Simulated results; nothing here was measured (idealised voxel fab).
Herein follows the process module entitled voxel capacitor over wiring.
FYI the section here is cut, 245 nm wide, cells are 5 nm squares.
Reading order for cross-sections: top band down to bottom band. Underlying form: a grid of square cells. Band size: one or more rows of cells. This entry defines a band. It first specifies the height of the band's top and the height of its bottom in nm, and then specifies the band's materials from left to right, stating each material with its width in nm. The word "full width" identifies a single material that fills the band from edge to edge, while the word "air" identifies empty space. Convention: height 0 is the level below which the wafer, as received, is all one material. The lowest band does not terminate at the bottom but continues downward, represented as "top 0, no bottom". So if you see something like "30->40" for the width, read it as the top row of the band sitting at the first number and the bottom row at the second, with every row in between moving by the same amount as the last. A step reported as "everything unchanged" is a step in which no cell of the cross-section changed. Look at "Enclosed empty spaces" for the closed voids: empty spaces with no open path to the top, sized 8 cells or up. Each is width x height at distance, distance from the left edge, all nm. Text after the settings on a step's line: the simulator's own remark on that step. The setting "overlay nm" may be written on the line of a step. When the step uses a mask, the value reports how far to the right of the planned place the mask lay, and a negative value reports that it lay to the left.
List of planned process steps
1,RECEIVE,material Si
2,CONFORMAL_DEP,material SiO2,thk nm 15
3,CONFORMAL_DEP,material SiCN,thk nm 5
4,DIRECTIONAL_DEP,material lowk,thk nm 25
5,DIRECTIONAL_DEP,material aC,thk nm 15
6,PATTERN,tone open,mask id METAL_1,material resist,width nm 20,pitch nm 90,thk nm 35,overlay nm 0
7,DIRECTIONAL_ETCH,etch materials aC,depth nm 15
8,STRIP,etch materials resist
9,DIRECTIONAL_ETCH,etch materials lowk,depth nm 25
10,DIRECTIONAL_ETCH,etch materials SiCN,depth nm 5
11,STRIP,etch materials aC
12,CONFORMAL_DEP,material TiN,thk nm 5
13,FILL_DEP,material Cu,thk nm 5
14,CMP,height nm 45
15,EPI,material Ru,thk nm 5
16,FILL_DEP,material SiCN,thk nm 5
17,DIRECTIONAL_DEP,material SiO2,thk nm 20
18,PATTERN,tone open,mask id PLUG_1,material resist,width nm 15,thk nm 20,overlay nm 0
19,DIRECTIONAL_ETCH,etch materials SiO2,depth nm 20
20,DIRECTIONAL_ETCH,etch materials SiCN,depth nm 5
21,STRIP,etch materials resist
22,EPI,material Ru,thk nm 10
23,EPI,material Ru,thk nm 10
24,EPI,material Ru,thk nm 5
25,DIRECTIONAL_DEP,material TiN,thk nm 5
26,DIRECTIONAL_DEP,material Al2O3,thk nm 5
27,DIRECTIONAL_DEP,material TiN,thk nm 5
28,MASKED_ETCH,tone cover,mask id UPPER_PLATE,width nm 75,etch materials TiN,depth nm 5,overlay nm 0
29,MASKED_ETCH,tone cover,mask id UPPER_PLATE,width nm 75,etch materials Al2O3,depth nm 5,overlay nm 0
30,DIRECTIONAL_DEP,material aC,thk nm 15
31,PATTERN,tone cover,mask id LOWER_PLATE,material resist,width nm 85,thk nm 30,overlay nm 0
32,DIRECTIONAL_ETCH,etch materials aC,depth nm 15
33,STRIP,etch materials resist
34,DIRECTIONAL_ETCH,etch materials TiN,depth nm 5
35,STRIP,etch materials aC
36,FILL_DEP,material SiO2,thk nm 20
37,CMP,height nm 105
38,DIRECTIONAL_DEP,material aC,thk nm 15
39,PATTERN,tone open,mask id PLUG_2,material resist,width nm 15,thk nm 35,overlay nm 0
40,DIRECTIONAL_ETCH,etch materials aC,depth nm 15
41,STRIP,etch materials resist
42,DIRECTIONAL_ETCH,etch materials SiO2,depth nm 15
43,STRIP,etch materials aC
44,CONFORMAL_DEP,material TiN,thk nm 5
45,FILL_DEP,material Cu,thk nm 10
46,CMP,height nm 105
47,CONFORMAL_DEP,material SiN,thk nm 5
Delivered wafer in cross-section: state after step 1
* top 0, no bottom  Si full width
* Enclosed empty spaces: none
The first of two wafers, cross-sectioned at the end of the module, with the run proceeding as planned
* top 110, bottom 105  SiN full width
* top 105, bottom 95  SiO2 (80)  TiN (5)  Cu (5)  TiN (5)  SiO2 (150)
* top 95, bottom 85  SiO2 (80->70)  TiN (15->75)  SiO2 (150->100)
* top 85, bottom 80  SiO2 (70)  Al2O3 (75)  SiO2 (100)
* top 80, bottom 75  SiO2 (65)  TiN (85)  SiO2 (95)
* top 75, bottom 55  SiO2 (70)  Ru (15)  SiO2 (160)
* top 55, bottom 50  SiCN (70)  Ru (15)  SiCN (160)
* top 50, bottom 45  SiCN (60)  Ru (30)  SiCN (60)  Ru (30)  SiCN (65)
* top 45, bottom 20  lowk (65)  TiN (5)  Cu (10)  TiN (5)  lowk (70)  TiN (5)  Cu (10)  TiN (5)  lowk (70)
* top 20, bottom 15  SiCN (65)  TiN (20)  SiCN (70)  TiN (20)  SiCN (70)
* top 15, bottom 0  SiO2 full width
* top 0, no bottom  Si full width
* Enclosed empty spaces: none
Cross-section, wafer two of two, end of module: same start and plan as wafer one, one error in execution
* top 110, bottom 105  SiN full width
* top 105, bottom 95  SiO2 (80)  TiN (5)  Cu (5)  TiN (5)  SiO2 (150)
* top 95, bottom 85  SiO2 (80->70)  TiN (15->75)  SiO2 (150->100)
* top 85, bottom 80  SiO2 (70)  Al2O3 (75)  SiO2 (100)
* top 80, bottom 75  SiO2 (65)  TiN (85)  SiO2 (95)
* top 75, bottom 55  SiO2 (70)  Ru (15)  SiO2 (160)
* top 55, bottom 50  SiCN (70)  Ru (15)  SiCN (160)
* top 50, bottom 45  SiCN (55)  Ru (30)  SiCN (60)  Ru (30)  SiCN (70)
* top 45, bottom 20  lowk (60)  TiN (5)  Cu (10)  TiN (5)  lowk (70)  TiN (5)  Cu (10)  TiN (5)  lowk (75)
* top 20, bottom 15  SiCN (60)  TiN (20)  SiCN (70)  TiN (20)  SiCN (75)
* top 15, bottom 0  SiO2 full width
* top 0, no bottom  Si full width
* Enclosed empty spaces: none
It is concluded that the wafer was processed incorrectly with respect to the plan, in that step 6: run off-plan, actual operation and settings PATTERN,tone open,mask id METAL_1,material resist,width nm 20,pitch nm 90,thk nm 35,overlay nm -5
Final state: per-material cell counts identical on both wafers; locations differ.
